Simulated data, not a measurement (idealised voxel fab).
The following process module bears the name voxel gate over fins.
Cross-sectional view cut (width: 285 nm; square cell size: 5 nm).
A cross-section is a grid of square cells, given in bands from the top down. A band is one or more rows of cells.
A band entry consists of two parts. The first gives the height of the band's top and the height of its bottom, in nm. The rest lists the band's materials from left to right, each with its width in nm. A single material labelled with the word "throughout" fills the band from edge to edge, and the word "empty" marks empty space.
Ref level 0: as-received wafer is one material below here. Bottom band extends down with no lower bound ("z 0 and below").
So if you see something like "30 to 40" for the width, read it as the top row of the band sitting at the first number and the bottom row at the second, with every row in between moving by the same amount as the last.
"nothing was modified" -> step changed no cross-section cell.
The label "Closed internal cavities" introduces a list of the empty spaces, 8 cells or larger, that have no open way up to the top; each entry in it reads width x height at distance, where the distance is taken from the left edge and all three are stated in nm.
Heads up: the bit after the settings on a step's line is the simulator's remark on that step.
What "overlay nm" on a step's line means: if the step has a mask, that mask lay this far to the right of its planned place, or, when the value is negative, to the left.

PROCESS STEPS (PLANNED)
1,RECEIVE with material Si
2,CONFORMAL_DEP with material SiN, thk nm 10
3,MASKED_ETCH with tone cover, mask id FINS, width nm 15, pitch nm 60, etch materials SiN, depth nm 10, overlay nm 0
4,MASKED_ETCH with tone cover, mask id FINS, width nm 15, pitch nm 60, etch materials Si, depth nm 35, overlay nm 0
5,OXIDIZE with depth nm 5
6,FILL_DEP with material SiO2, thk nm 10
7,CMP with height nm 10
8,PATTERN with tone open, mask id RAIL, material resist, width nm 15, thk nm 20, overlay nm 0
9,DIRECTIONAL_ETCH with etch materials SiO2, depth nm 40
10,STRIP with etch materials resist
11,CONFORMAL_DEP with material TiN, thk nm 5
12,FILL_DEP with material W, thk nm 10
13,CMP with height nm 10
14,SELECTIVE_ETCH with etch materials W Ru TiN, depth nm 35
15,FILL_DEP with material SiO2, thk nm 5
16,CMP with height nm 10
17,SELECTIVE_ETCH with etch materials SiO2, depth nm 25
18,STRIP with etch materials SiN
19,CONFORMAL_DEP with material HfO2, thk nm 5
20,CONFORMAL_DEP with material TiN, thk nm 5
21,CONFORMAL_DEP with material TiAl, thk nm 5
22,CONFORMAL_DEP with material TiN, thk nm 5
23,FILL_DEP with material W, thk nm 10
24,CMP with height nm 25
25,CONFORMAL_DEP with material SiCN, thk nm 10

CROSS-SECTION OF THE WAFER AS IT CAME TO US, I.E., ALREADY THROUGH STEP 1
    z 0 and below  Si throughout
    Closed internal cavities: none

FIRST WAFER AT THE END, AS PLANNED
    z 35 to 25  SiCN throughout
    z 25 to 20  W throughout
    z 20 to 15  W (90) | TiN (45) | W (15) | TiN (45) | W (90)
    z 15 to 10  W (90) | TiN (5) | TiAl (35) | TiN (5) | W (15) | TiN (5) | TiAl (35) | TiN (5) | W (90)
    z 10 to 5  W (90) | TiN (5) | TiAl (5) | TiN (25) | TiAl (5) | TiN (5) | W (15) | TiN (5) | TiAl (5) | TiN (25) | TiAl (5) | TiN (5) | W (90)
    z 5 to 0  TiN (95) | TiAl (5) | TiN (5) | HfO2 (15) | TiN (5) | TiAl (5) | TiN (25) | TiAl (5) | TiN (5) | HfO2 (15) | TiN (5) | TiAl (5) | TiN (95)
    z 0 to -5  TiAl (100) | TiN (5) | HfO2 (5) | Si (5) | HfO2 (5) | TiN (5) | TiAl (35) | TiN (5) | HfO2 (5) | Si (5) | HfO2 (5) | TiN (5) | TiAl (100)
    z -5 to -10  TiN (105) | HfO2 (5) | Si (5) | HfO2 (5) | TiN (45) | HfO2 (5) | Si (5) | HfO2 (5) | TiN (105)
    z -10 to -15  HfO2 (110) | Si (5) | HfO2 (55) | Si (5) | HfO2 (110)
    z -15 to -25  SiO2 (110) | Si (5) | SiO2 (55) | Si (5) | SiO2 (110)
    z -25 to -30  SiO2 (110) | Si (5) | SiO2 (20) | TiN (15) | SiO2 (20) | Si (5) | SiO2 (110)
    z -30 to -40  SiO2 (110) | Si (5) | SiO2 (55) | Si (5) | SiO2 (110)
    z -40 and below  Si throughout
    Closed internal cavities: none

SECOND WAFER CROSS-SECTION AT END OF MODULE - SHARED START AND PLAN WITH THE FIRST, ONE MISTAKE IN THE RUN
    z 35 to 25  SiCN throughout
    z 25 to 20  W throughout
    z 20 to 15  TiN throughout
    z 15 to 10  TiAl throughout
    z 10 to 5  TiN (110) | TiAl (5) | TiN (55) | TiAl (5) | TiN (110)
    z 5 to 0  HfO2 (105) | TiN (15) | HfO2 (45) | TiN (15) | HfO2 (105)
    z 0 to -5  Si (100) | HfO2 (25) | Si (35) | HfO2 (25) | Si (100)
    z -5 and below  Si throughout
    Closed internal cavities: none
Error vs. plan: step 3 was processed under conditions differing from the plan, specifically as MASKED_ETCH with tone open, mask id FINS, width nm 15, pitch nm 60, etch materials SiN, depth nm 10, overlay nm 0
Wafer comparison, final, in cells, second relative to first, materials more or fewer: HfO2: 8 fewer; Si: 430 more; SiO2: 272 fewer; TiAl: 10 fewer; TiN: 23 fewer; W: 117 fewer
